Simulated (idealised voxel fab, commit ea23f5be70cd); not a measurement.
The process module presented herein is designated voxel double patterning.
Square cells of 5 nm make up the cross-section cut, whose width is 155 nm.
Format of a cross-section: grid, square cells. Given as bands. Order: top down. Band: one or more rows of cells. Per band: top height and bottom height in nm, followed by the left-to-right materials and their widths in nm; "throughout" marks a single material spanning edge to edge, "blank" marks empty space. A quick word on heights: they are counted from 0, and under that level the wafer as it came to us is one material throughout. The lowest band is different from the rest in having no bottom; it simply continues downward, written as in "0 down". Top row gets the first number, bottom row gets the second, and each row in between changes by the same step: that is how a band width like "30..40" works. No cell of the cross-section changed in a step that is given as "nothing altered". Look at "Closed cavity list" for the closed voids: empty spaces with no open path to the top, sized 8 cells or up. Each is width x height at distance, distance from the left edge, all nm. Where a step's line continues beyond its settings, the continuation is a remark by the simulator itself on that step. Regarding "overlay nm": on a step with a mask, it is the distance the mask lay to the right of its planned place; a negative value places it to the left.
**These are the steps we planned for the process**
- 1: RECEIVE [material Si]
- 2: CONFORMAL_DEP [material SiO2] [thk nm 10]
- 3: DIRECTIONAL_DEP [material polySi] [thk nm 15]
- 4: DIRECTIONAL_DEP [material SiCN] [thk nm 10]
- 5: MASKED_ETCH [tone open] [mask id FIRST] [width nm 15] [pitch nm 50] [etch materials SiCN] [depth nm 10] [overlay nm 0]
- 6: MASKED_ETCH [tone open] [mask id SECOND] [width nm 15] [pitch nm 50] [etch materials SiCN] [depth nm 10] [overlay nm 0]
- 7: DIRECTIONAL_ETCH [etch materials polySi] [depth nm 15]
- 8: STRIP [etch materials SiCN]
**The first wafer of two, processed as planned**
**As-received wafer cross-section (after step 1)**
> 0 down = Si throughout
> Closed cavity list: none
**So this is the wafer cross-section right after step 2**
> 10 to 0 = SiO2 throughout
> Everything under 0 stays put, no change at all.
**So this is the wafer cross-section right after step 3**
> 25 to 10 = polySi throughout
> Everything under 10 stays put, no change at all.
**So this is the wafer cross-section right after step 4**
> 35 to 25 = SiCN throughout
> Everything under 25 stays put, no change at all.
**So this is the wafer cross-section right after step 5**
> 35 to 25 = 20 nm SiCN, 15 nm blank, 35 nm SiCN, 15 nm blank, 35 nm SiCN, 15 nm blank, 20 nm SiCN
> Everything under 25 stays put, no change at all.
**So this is the wafer cross-section right after step 6**
> 35 to 25 = 20 nm SiCN, 15 nm blank, 10 nm SiCN, 15 nm blank, 10 nm SiCN, 15 nm blank, 10 nm SiCN, 15 nm blank, 10 nm SiCN, 15 nm blank, 20 nm SiCN
> Everything under 25 stays put, no change at all.
**So this is the wafer cross-section right after step 7**
> 35 to 25 = 20 nm SiCN, 15 nm blank, 10 nm SiCN, 15 nm blank, 10 nm SiCN, 15 nm blank, 10 nm SiCN, 15 nm blank, 10 nm SiCN, 15 nm blank, 20 nm SiCN
> 25 to 10 = 20 nm polySi, 15 nm blank, 10 nm polySi, 15 nm blank, 10 nm polySi, 15 nm blank, 10 nm polySi, 15 nm blank, 10 nm polySi, 15 nm blank, 20 nm polySi
> Everything under 10 stays put, no change at all.
**So this is the wafer cross-section right after step 8**
> 25 to 10 = 20 nm polySi, 15 nm blank, 10 nm polySi, 15 nm blank, 10 nm polySi, 15 nm blank, 10 nm polySi, 15 nm blank, 10 nm polySi, 15 nm blank, 20 nm polySi
> Everything under 10 stays put, no change at all.
**Notes, second wafer: start = first wafer's, plan = first wafer's, execution had one mistake; history identical to first through step 5**
**At the planned end of step 6, the second wafer in cross-section**
> 35 to 25 = 20 nm SiCN, 15 nm blank, 20 nm SiCN, 30 nm blank, 20 nm SiCN, 30 nm blank, 20 nm SiCN
> Everything under 25 stays put, no change at all.
**At the planned end of step 7, the second wafer in cross-section**
> 35 to 25 = 20 nm SiCN, 15 nm blank, 20 nm SiCN, 30 nm blank, 20 nm SiCN, 30 nm blank, 20 nm SiCN
> 25 to 10 = 20 nm polySi, 15 nm blank, 20 nm polySi, 30 nm blank, 20 nm polySi, 30 nm blank, 20 nm polySi
> Everything under 10 stays put, no change at all.
**At the planned end of step 8, the second wafer in cross-section**
> 25 to 10 = 20 nm polySi, 15 nm blank, 20 nm polySi, 30 nm blank, 20 nm polySi, 30 nm blank, 20 nm polySi
> Everything under 10 stays put, no change at all.
What was done differently from what was planned? step 6 was processed under conditions differing from the plan, specifically as MASKED_ETCH [tone open] [mask id SECOND] [width nm 15] [pitch nm 50] [etch materials SiCN] [depth nm 10] [overlay nm 10]
Cell counts per material: same on both final wafers. Positions: different.
